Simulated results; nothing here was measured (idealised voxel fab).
process module | voxel plated lines
cross-section cut | 290 nm wide | cells 5 nm
A cross-section is a grid of square cells, given in bands from the top down. A band is one or more rows of cells.
Each band's line starts with the height of the band's top and of its bottom, in nm. Then come its materials from left to right, each with its width in nm. One material with "throughout" fills the band from edge to edge. "air" is empty space.
Height 0 is the level under which the wafer as received is all one material. The lowest band goes on downwards, as in "0 down".
A width such as "30 to 40" changes by the same amount from each row of cells to the next, from the band's top row to its bottom row.
"no change" after a step means that no cell of the cross-section changed.
closed voids: empty space of 8 cells or more with no open way to the top, each as width x height at its distance from the left edge, in nm
after a step's settings: what the simulator itself notes on the step
overlay nm, on a step with a mask: how far to the right of its planned place the mask lay; to the left if negative
plan
1 op RECEIVE | material Si
2 op CONFORMAL_DEP | material Al2O3 | thk nm 5
3 op DIRECTIONAL_DEP | material TiN | thk nm 5
4 op PATTERN | tone open | mask id LINES | material resist | width nm 30 | pitch nm 55 | thk nm 35 | overlay nm 0
5 op EPI | material Ru | thk nm 10
6 op EPI | material Ru | thk nm 5
7 op EPI | material Ru | thk nm 10
8 op STRIP | etch materials resist
9 op DIRECTIONAL_ETCH | etch materials TiN | depth nm 5
10 op CONFORMAL_DEP | material SiCN | thk nm 10
as received, after step 1
  0 down: Si throughout
  closed voids: none
a wafer at the end: this start, this plan, one mistake
  15 to 5: SiCN throughout
  5 to 0: Al2O3 throughout
  0 down: Si throughout
  closed voids: none
what went wrong: step 3 was left out
